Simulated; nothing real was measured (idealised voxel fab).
process module | voxel gate over fins
We display cut, a cross-section 150 nm in width whose square cells are each 5 nm.
Reading order for cross-sections: top band down to bottom band. Underlying form: a grid of square cells. Band size: one or more rows of cells.
First you get the band's top height and its bottom height, in nm, and then the materials it's made of, left to right, with each width in nm. If you see a single material with "edge to edge", that one covers the band edge to edge. "air" is empty space.
The reference from which all heights are counted is 0, the level beneath which the as-received wafer is entirely one material; the lowest band, having no lower bound, proceeds downward and is written after the example "z 0 and below".
The expression "30..40" gives the width at the extremes of the band, the first number at its top row of cells and the second at its bottom row, with the width changing by equal amounts from each row to the next in between.
Take "stayed the same" at face value: in the step it is given for, the cross-section changed in none of its cells.
"Closed empty spaces" specifies each empty space that is not open to the top and that occupies no fewer than 8 cells, using the form width x height at distance, the distance measured from the left edge and all three quantities in nm.
Post-settings text on a step line: simulator's own remark regarding the step.
A step line may carry the setting "overlay nm", which, for steps involving a mask, states the distance by which the mask lay to the right of its intended position; negative values denote displacement to the left.

[This section lists the process steps that were planned]
- 1: RECEIVE with material Si
- 2: CONFORMAL_DEP with material SiN, thk nm 10
- 3: PATTERN with tone cover, mask id FINS, material resist, width nm 15, pitch nm 35, thk nm 15, overlay nm 0
- 4: DIRECTIONAL_ETCH with etch materials SiN, depth nm 10
- 5: DIRECTIONAL_ETCH with etch materials Si, depth nm 35
- 6: STRIP with etch materials resist
- 7: OXIDIZE with depth nm 5
- 8: FILL_DEP with material SiO2, thk nm 5
- 9: CMP with height nm 10
- 10: SELECTIVE_ETCH with etch materials SiO2, depth nm 25
- 11: STRIP with etch materials SiN
- 12: CONFORMAL_DEP with material HfO2, thk nm 5
- 13: CONFORMAL_DEP with material TiN, thk nm 5
- 14: FILL_DEP with material W, thk nm 15
- 15: CMP with height nm 20
- 16: CONFORMAL_DEP with material SiCN, thk nm 10

[Cross-section of the incoming wafer, state after step 1]
z 0 and below = Si edge to edge
Closed empty spaces: none

[The first of two wafers, cross-sectioned at the end of the module, with the run proceeding as planned]
z 30 to 20 = SiCN edge to edge
z 20 to 10 = W edge to edge
z 10 to 5 = W 45 / TiN 25 / W 10 / TiN 25 / W 45
z 5 to 0 = W 45 / TiN 5 / HfO2 15 / TiN 5 / W 10 / TiN 5 / HfO2 15 / TiN 5 / W 45
z 0 to -5 = W 45 / TiN 5 / HfO2 5 / Si 5 / HfO2 5 / TiN 5 / W 10 / TiN 5 / HfO2 5 / Si 5 / HfO2 5 / TiN 5 / W 45
z -5 to -10 = TiN 50 / HfO2 5 / Si 5 / HfO2 5 / TiN 20 / HfO2 5 / Si 5 / HfO2 5 / TiN 50
z -10 to -15 = HfO2 55 / Si 5 / HfO2 30 / Si 5 / HfO2 55
z -15 to -40 = SiO2 55 / Si 5 / SiO2 30 / Si 5 / SiO2 55
z -40 and below = Si edge to edge
Closed empty spaces: none

[The second wafer, shown in cross-section after the module: started the same way as the first and given the same plan, yet one mistake crept into how it was run]
z 30 to 20 = SiCN edge to edge
z 20 to 10 = W edge to edge
z 10 to 5 = W 45 / TiN 30 / W 5 / TiN 30 / W 40
z 5 to 0 = W 45 / TiN 5 / HfO2 20 / TiN 5 / W 5 / TiN 5 / HfO2 20 / TiN 5 / W 40
z 0 to -5 = W 45 / TiN 5 / HfO2 5 / Si 10 / HfO2 5 / TiN 5 / W 5 / TiN 5 / HfO2 5 / Si 10 / HfO2 5 / TiN 5 / W 40
z -5 to -10 = TiN 50 / HfO2 5 / Si 10 / HfO2 5 / TiN 15 / HfO2 5 / Si 10 / HfO2 5 / TiN 45
z -10 to -15 = HfO2 55 / Si 10 / HfO2 25 / Si 10 / HfO2 50
z -15 to -40 = SiO2 55 / Si 10 / SiO2 25 / Si 10 / SiO2 50
z -40 and below = Si edge to edge
Closed empty spaces: none
Heads up, the wafer didn't run the way we planned it: step 3 was not run as planned; what actually ran was PATTERN with tone cover, mask id FINS, material resist, width nm 20, pitch nm 35, thk nm 15, overlay nm 0
Final wafer comparison in cells, second versus first, more or fewer per material: Si: 16 more | SiO2: 10 fewer | W: 6 fewer
